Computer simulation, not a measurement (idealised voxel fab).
process module | voxel wiring stack
cross-section cut | 170 nm wide | cells 5 nm
A cross-section is a grid of square cells, given in bands from the top down. A band is one or more rows of cells.
Each band's line starts with the height of the band's top and of its bottom, in nm. Then come its materials from left to right, each with its width in nm. One material with "throughout" fills the band from edge to edge. "air" is empty space.
Height 0 is the level under which the wafer as received is all one material. The lowest band goes on downwards, as in "0 down".
A width such as "30 to 40" changes by the same amount from each row of cells to the next, from the band's top row to its bottom row.
"no change" after a step means that no cell of the cross-section changed.
closed voids: empty space of 8 cells or more with no open way to the top, each as width x height at its distance from the left edge, in nm
after a step's settings: what the simulator itself notes on the step
overlay nm, on a step with a mask: how far to the right of its planned place the mask lay; to the left if negative
plan
1 op RECEIVE | material Si
2 op CONFORMAL_DEP | material SiO2 | thk nm 10
3 op CONFORMAL_DEP | material SiN | thk nm 5
4 op DIRECTIONAL_DEP | material lowk | thk nm 15
5 op PATTERN | tone open | mask id METAL_1 | material resist | width nm 20 | pitch nm 35 | thk nm 20 | overlay nm 0
6 op DIRECTIONAL_ETCH | etch materials lowk | depth nm 15
7 op DIRECTIONAL_ETCH | etch materials SiN | depth nm 5
8 op STRIP | etch materials resist
9 op CONFORMAL_DEP | material TiN | thk nm 5
10 op FILL_DEP | material Ru | thk nm 10
11 op CMP | height nm 30
12 op EPI | material Ru | thk nm 5
13 op FILL_DEP | material SiCN | thk nm 5
14 op DIRECTIONAL_DEP | material SiO2 | thk nm 10
15 op DIRECTIONAL_DEP | material aC | thk nm 15
16 op PATTERN | tone open | mask id PLUG_1 | material resist | width nm 15 | pitch nm 35 | thk nm 35 | overlay nm 0
17 op DIRECTIONAL_ETCH | etch materials aC | depth nm 15
18 op STRIP | etch materials resist
19 op DIRECTIONAL_ETCH | etch materials SiO2 | depth nm 10
20 op DIRECTIONAL_ETCH | etch materials SiCN | depth nm 5
21 op STRIP | etch materials aC
22 op EPI | material Ru | thk nm 10
23 op EPI | material Ru | thk nm 5
24 op CONFORMAL_DEP | material SiN | thk nm 5
25 op DIRECTIONAL_DEP | material lowk | thk nm 15
26 op MASKED_ETCH | tone open | mask id METAL_2 | width nm 20 | pitch nm 35 | etch materials lowk | depth nm 15 | overlay nm 0
27 op MASKED_ETCH | tone open | mask id METAL_2 | width nm 20 | pitch nm 35 | etch materials SiN | depth nm 5 | overlay nm 0
28 op CONFORMAL_DEP | material TiN | thk nm 5
29 op FILL_DEP | material W | thk nm 5
30 op CMP | height nm 70
31 op EPI | material Ru | thk nm 5
32 op FILL_DEP | material SiCN | thk nm 5
33 op DIRECTIONAL_DEP | material SiO2 | thk nm 30
34 op MASKED_ETCH | tone open | mask id METAL_3 | width nm 20 | pitch nm 35 | etch materials SiO2 | depth nm 15 | overlay nm 0
35 op PATTERN | tone open | mask id METAL_3_HOLES | material resist | width nm 15 | pitch nm 35 | thk nm 15 | overlay nm 0
36 op DIRECTIONAL_ETCH | etch materials SiO2 | depth nm 15
37 op DIRECTIONAL_ETCH | etch materials SiCN | depth nm 5
38 op STRIP | etch materials resist
39 op CONFORMAL_DEP | material TiN | thk nm 5
40 op FILL_DEP | material Ru | thk nm 10
41 op CMP | height nm 110
42 op CONFORMAL_DEP | material SiN | thk nm 5
as received, after step 1
  0 down: Si throughout
  closed voids: none
first wafer at the end, as planned
  115 to 110: SiN throughout
  110 to 100: SiO2 20 | TiN 5 | Ru 10 | TiN 5 | SiO2 15 | TiN 5 | Ru 10 | TiN 5 | SiO2 15 | TiN 5 | Ru 10 | TiN 5 | SiO2 15 | TiN 5 | Ru 10 | TiN 5 | SiO2 25
  100 to 95: SiO2 20 | TiN 5 | Ru 5 | TiN 10 | SiO2 15 | TiN 5 | Ru 5 | TiN 10 | SiO2 15 | TiN 5 | Ru 5 | TiN 10 | SiO2 15 | TiN 5 | Ru 5 | TiN 10 | SiO2 25
  95 to 80: SiO2 20 | TiN 5 | Ru 5 | TiN 5 | SiO2 20 | TiN 5 | Ru 5 | TiN 5 | SiO2 20 | TiN 5 | Ru 5 | TiN 5 | SiO2 20 | TiN 5 | Ru 5 | TiN 5 | SiO2 30
  80 to 75: SiCN 20 | TiN 15 | SiCN 20 | TiN 15 | SiCN 20 | TiN 15 | SiCN 20 | TiN 15 | SiCN 30
  75 to 70: SiCN 15 | Ru 30 | SiCN 5 | Ru 30 | SiCN 5 | Ru 30 | SiCN 5 | Ru 30 | SiCN 20
  70 to 55: lowk 20 | TiN 5 | W 10 | TiN 5 | lowk 15 | TiN 5 | W 10 | TiN 5 | lowk 15 | TiN 5 | W 10 | TiN 5 | lowk 15 | TiN 5 | W 10 | TiN 5 | lowk 25
  55 to 50: SiN 20 | TiN 20 | SiN 15 | TiN 20 | SiN 15 | TiN 20 | SiN 15 | TiN 20 | SiN 25
  50 to 40: SiO2 20 | Ru 15 | SiO2 20 | Ru 15 | SiO2 20 | Ru 15 | SiO2 20 | Ru 15 | SiO2 30
  40 to 30: SiCN 20 to 15 | Ru 15 to 30 | SiCN 20 to 5 | Ru 15 to 30 | SiCN 20 to 5 | Ru 15 to 30 | SiCN 20 to 5 | Ru 15 to 30 | SiCN 30 to 20
  30 to 15: lowk 20 | TiN 5 | Ru 10 | TiN 5 | lowk 15 | TiN 5 | Ru 10 | TiN 5 | lowk 15 | TiN 5 | Ru 10 | TiN 5 | lowk 15 | TiN 5 | Ru 10 | TiN 5 | lowk 25
  15 to 10: SiN 20 | TiN 20 | SiN 15 | TiN 20 | SiN 15 | TiN 20 | SiN 15 | TiN 20 | SiN 25
  10 to 0: SiO2 throughout
  0 down: Si throughout
  closed voids: none
second wafer at the end: like start, like plan, one mistake
  115 to 110: SiN throughout
  110 to 100: SiO2 20 | TiN 5 | Ru 10 | TiN 5 | SiO2 15 | TiN 5 | Ru 10 | TiN 5 | SiO2 15 | TiN 5 | Ru 10 | TiN 5 | SiO2 15 | TiN 5 | Ru 10 | TiN 5 | SiO2 25
  100 to 95: SiO2 20 | TiN 5 | Ru 5 | TiN 10 | SiO2 15 | TiN 5 | Ru 5 | TiN 10 | SiO2 15 | TiN 5 | Ru 5 | TiN 10 | SiO2 15 | TiN 5 | Ru 5 | TiN 10 | SiO2 25
  95 to 80: SiO2 20 | TiN 5 | Ru 5 | TiN 5 | SiO2 20 | TiN 5 | Ru 5 | TiN 5 | SiO2 20 | TiN 5 | Ru 5 | TiN 5 | SiO2 20 | TiN 5 | Ru 5 | TiN 5 | SiO2 30
  80 to 75: SiCN 20 | TiN 15 | SiCN 20 | TiN 15 | SiCN 20 | TiN 15 | SiCN 20 | TiN 15 | SiCN 30
  75 to 70: SiCN 25 | Ru 30 | SiCN 5 | Ru 30 | SiCN 5 | Ru 30 | SiCN 5 | Ru 30 | SiCN 10
  70 to 60: lowk 30 | TiN 5 | W 10 | TiN 5 | lowk 15 | TiN 5 | W 10 | TiN 5 | lowk 15 | TiN 5 | W 10 | TiN 5 | lowk 15 | TiN 5 | W 10 | TiN 5 | lowk 15
  60 to 55: lowk 30 | TiN 20 | lowk 15 | TiN 20 | lowk 15 | TiN 20 | lowk 15 | TiN 20 | lowk 15
  55 to 50: SiN 30 | TiN 10 | SiN 25 | TiN 10 | SiN 25 | TiN 10 | SiN 25 | TiN 10 | SiN 25
  50 to 40: SiO2 20 | Ru 15 | SiO2 20 | Ru 15 | SiO2 20 | Ru 15 | SiO2 20 | Ru 15 | SiO2 30
  40 to 30: SiCN 20 to 15 | Ru 15 to 30 | SiCN 20 to 5 | Ru 15 to 30 | SiCN 20 to 5 | Ru 15 to 30 | SiCN 20 to 5 | Ru 15 to 30 | SiCN 30 to 20
  30 to 15: lowk 20 | TiN 5 | Ru 10 | TiN 5 | lowk 15 | TiN 5 | Ru 10 | TiN 5 | lowk 15 | TiN 5 | Ru 10 | TiN 5 | lowk 15 | TiN 5 | Ru 10 | TiN 5 | lowk 25
  15 to 10: SiN 20 | TiN 20 | SiN 15 | TiN 20 | SiN 15 | TiN 20 | SiN 15 | TiN 20 | SiN 25
  10 to 0: SiO2 throughout
  0 down: Si throughout
  closed voids: none
what went wrong: step 26 ran as: op MASKED_ETCH | tone open | mask id METAL_2 | width nm 20 | pitch nm 35 | etch materials lowk | depth nm 15 | overlay nm 10
at the end the second wafer has, in cells: 8 more of SiN | 8 fewer of W
